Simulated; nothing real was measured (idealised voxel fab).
process module | voxel lift off
cross-section cut | 295 nm wide | cells 5 nm
A cross-section is a grid of square cells, given in bands from the top down. A band is one or more rows of cells.
Each band's line starts with the height of the band's top and of its bottom, in nm. Then come its materials from left to right, each with its width in nm. One material with "throughout" fills the band from edge to edge. "air" is empty space.
Height 0 is the level under which the wafer as received is all one material. The lowest band goes on downwards, as in "0 down".
A width such as "30 to 40" changes by the same amount from each row of cells to the next, from the band's top row to its bottom row.
"no change" after a step means that no cell of the cross-section changed.
closed voids: empty space of 8 cells or more with no open way to the top, each as width x height at its distance from the left edge, in nm
after a step's settings: what the simulator itself notes on the step
overlay nm, on a step with a mask: how far to the right of its planned place the mask lay; to the left if negative
plan
1 op RECEIVE | material Si
2 op CONFORMAL_DEP | material SiO2 | thk nm 5
3 op PATTERN | tone open | mask id LINES | material resist | width nm 20 | pitch nm 40 | thk nm 30 | overlay nm 0
4 op DIRECTIONAL_DEP | material Ru | thk nm 15
5 op STRIP | etch materials resist
6 op CONFORMAL_DEP | material SiN | thk nm 5
first wafer, as planned
as received, after step 1
  0 down: Si throughout
  closed voids: none
after step 2
  5 to 0: SiO2 throughout
  below 0: unchanged
after step 3
  35 to 5: resist 115 | air 20 | resist 20 | air 20 | resist 120
  below 5: unchanged
after step 4
  50 to 35: Ru 115 | air 20 | Ru 20 | air 20 | Ru 120
  35 to 20: resist 115 | air 20 | resist 20 | air 20 | resist 120
  20 to 5: resist 115 | Ru 20 | resist 20 | Ru 20 | resist 120
  below 5: unchanged
after step 5
  20 to 5: air 115 | Ru 20 | air 20 | Ru 20 | air 120
  below 5: unchanged
after step 6
  25 to 20: air 110 | SiN 30 | air 10 | SiN 30 | air 115
  20 to 10: air 110 | SiN 5 | Ru 20 | SiN 5 | air 10 | SiN 5 | Ru 20 | SiN 5 | air 115
  10 to 5: SiN 115 | Ru 20 | SiN 20 | Ru 20 | SiN 120
  below 5: unchanged
second wafer: like start, like plan, one mistake. Through step 1 it matches the first wafer
when step 2 should have ended
  5 to 0: SiN throughout
  below 0: unchanged
when step 3 should have ended
  35 to 5: resist 115 | air 20 | resist 20 | air 20 | resist 120
  below 5: unchanged
when step 4 should have ended
  50 to 35: Ru 115 | air 20 | Ru 20 | air 20 | Ru 120
  35 to 20: resist 115 | air 20 | resist 20 | air 20 | resist 120
  20 to 5: resist 115 | Ru 20 | resist 20 | Ru 20 | resist 120
  below 5: unchanged
when step 5 should have ended
  20 to 5: air 115 | Ru 20 | air 20 | Ru 20 | air 120
  below 5: unchanged
when step 6 should have ended
  25 to 20: air 110 | SiN 30 | air 10 | SiN 30 | air 115
  20 to 10: air 110 | SiN 5 | Ru 20 | SiN 5 | air 10 | SiN 5 | Ru 20 | SiN 5 | air 115
  10 to 5: SiN 115 | Ru 20 | SiN 20 | Ru 20 | SiN 120
  below 5: unchanged
what went wrong: step 2 ran as: op CONFORMAL_DEP | material SiN | thk nm 5
at the end the second wafer has, in cells: 59 more of SiN | 59 fewer of SiO2
